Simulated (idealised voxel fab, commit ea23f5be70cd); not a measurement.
process module | voxel gate over fins
cross-section cut | 140 nm wide | cells 5 nm
A cross-section is a grid of square cells, given in bands from the top down. A band is one or more rows of cells.
Each band's line starts with the height of the band's top and of its bottom, in nm. Then come its materials from left to right, each with its width in nm. One material with "throughout" fills the band from edge to edge. "air" is empty space.
Height 0 is the level under which the wafer as received is all one material. The lowest band goes on downwards, as in "0 down".
A width such as "30 to 40" changes by the same amount from each row of cells to the next, from the band's top row to its bottom row.
"no change" after a step means that no cell of the cross-section changed.
closed voids: empty space of 8 cells or more with no open way to the top, each as width x height at its distance from the left edge, in nm
after a step's settings: what the simulator itself notes on the step
overlay nm, on a step with a mask: how far to the right of its planned place the mask lay; to the left if negative
plan
1 op RECEIVE | material Si
2 op CONFORMAL_DEP | material SiN | thk nm 10
3 op DIRECTIONAL_DEP | material aC | thk nm 10
4 op PATTERN | tone cover | mask id FINS | material resist | width nm 15 | pitch nm 55 | thk nm 25 | overlay nm 0
5 op DIRECTIONAL_ETCH | etch materials aC | depth nm 10
6 op STRIP | etch materials resist
7 op DIRECTIONAL_ETCH | etch materials SiN | depth nm 10
8 op DIRECTIONAL_ETCH | etch materials Si | depth nm 35
9 op STRIP | etch materials aC
10 op OXIDIZE | depth nm 5
11 op FILL_DEP | material SiO2 | thk nm 10
12 op CMP | height nm 10
13 op DIRECTIONAL_DEP | material aC | thk nm 15
14 op PATTERN | tone open | mask id RAIL | material resist | width nm 15 | thk nm 30 | overlay nm 0
15 op DIRECTIONAL_ETCH | etch materials aC | depth nm 15
16 op STRIP | etch materials resist
17 op DIRECTIONAL_ETCH | etch materials SiO2 | depth nm 40
18 op STRIP | etch materials aC
19 op CONFORMAL_DEP | material TiN | thk nm 5
20 op FILL_DEP | material Ru | thk nm 10
21 op CMP | height nm 10
22 op SELECTIVE_ETCH | etch materials W Ru TiN | depth nm 25
23 op FILL_DEP | material SiO2 | thk nm 5
24 op CMP | height nm 10
25 op SELECTIVE_ETCH | etch materials SiO2 | depth nm 20
26 op STRIP | etch materials SiN
27 op CONFORMAL_DEP | material HfO2 | thk nm 5
28 op CONFORMAL_DEP | material TiN | thk nm 5
29 op CONFORMAL_DEP | material TiAl | thk nm 5
30 op CONFORMAL_DEP | material TiN | thk nm 5
31 op FILL_DEP | material W | thk nm 15
32 op CMP | height nm 30
33 op CONFORMAL_DEP | material SiCN | thk nm 10
as received, after step 1
  0 down: Si throughout
  closed voids: none
first wafer at the end, as planned
  40 to 30: SiCN throughout
  30 to 20: W throughout
  20 to 15: W 20 | TiN 45 | W 10 | TiN 45 | W 20
  15 to 10: W 20 | TiN 5 | TiAl 35 | TiN 5 | W 10 | TiN 5 | TiAl 35 | TiN 5 | W 20
  10 to 5: TiN 25 | TiAl 5 | TiN 25 | TiAl 5 | TiN 20 | TiAl 5 | TiN 25 | TiAl 5 | TiN 25
  5 to 0: TiAl 30 | TiN 5 | HfO2 15 | TiN 5 | TiAl 30 | TiN 5 | HfO2 15 | TiN 5 | TiAl 30
  0 to -5: TiN 35 | HfO2 5 | Si 5 | HfO2 5 | TiN 40 | HfO2 5 | Si 5 | HfO2 5 | TiN 35
  -5 to -10: HfO2 40 | Si 5 | HfO2 50 | Si 5 | HfO2 40
  -10 to -15: SiO2 40 | Si 5 | SiO2 50 | Si 5 | SiO2 40
  -15 to -25: SiO2 40 | Si 5 | SiO2 15 | TiN 5 | Ru 5 | TiN 5 | SiO2 20 | Si 5 | SiO2 40
  -25 to -30: SiO2 40 | Si 5 | SiO2 15 | TiN 15 | SiO2 20 | Si 5 | SiO2 40
  -30 to -40: SiO2 40 | Si 5 | SiO2 50 | Si 5 | SiO2 40
  -40 down: Si throughout
  closed voids: none
second wafer at the end: like start, like plan, one mistake
  40 to 20: SiCN throughout
  20 to 15: SiCN 20 | TiN 45 | SiCN 10 | TiN 45 | SiCN 20
  15 to 10: SiCN 20 | TiN 5 | TiAl 35 | TiN 5 | SiCN 10 | TiN 5 | TiAl 35 | TiN 5 | SiCN 20
  10 to 5: TiN 25 | TiAl 5 | TiN 25 | TiAl 5 | TiN 20 | TiAl 5 | TiN 25 | TiAl 5 | TiN 25
  5 to 0: TiAl 30 | TiN 5 | HfO2 15 | TiN 5 | TiAl 30 | TiN 5 | HfO2 15 | TiN 5 | TiAl 30
  0 to -5: TiN 35 | HfO2 5 | Si 5 | HfO2 5 | TiN 40 | HfO2 5 | Si 5 | HfO2 5 | TiN 35
  -5 to -10: HfO2 40 | Si 5 | HfO2 50 | Si 5 | HfO2 40
  -10 to -15: SiO2 40 | Si 5 | SiO2 50 | Si 5 | SiO2 40
  -15 to -25: SiO2 40 | Si 5 | SiO2 15 | TiN 5 | Ru 5 | TiN 5 | SiO2 20 | Si 5 | SiO2 40
  -25 to -30: SiO2 40 | Si 5 | SiO2 15 | TiN 15 | SiO2 20 | Si 5 | SiO2 40
  -30 to -40: SiO2 40 | Si 5 | SiO2 50 | Si 5 | SiO2 40
  -40 down: Si throughout
  closed voids: none
what went wrong: step 31 ran as: op FILL_DEP | material SiCN | thk nm 15
at the end the second wafer has, in cells: 76 more of SiCN | 76 fewer of W
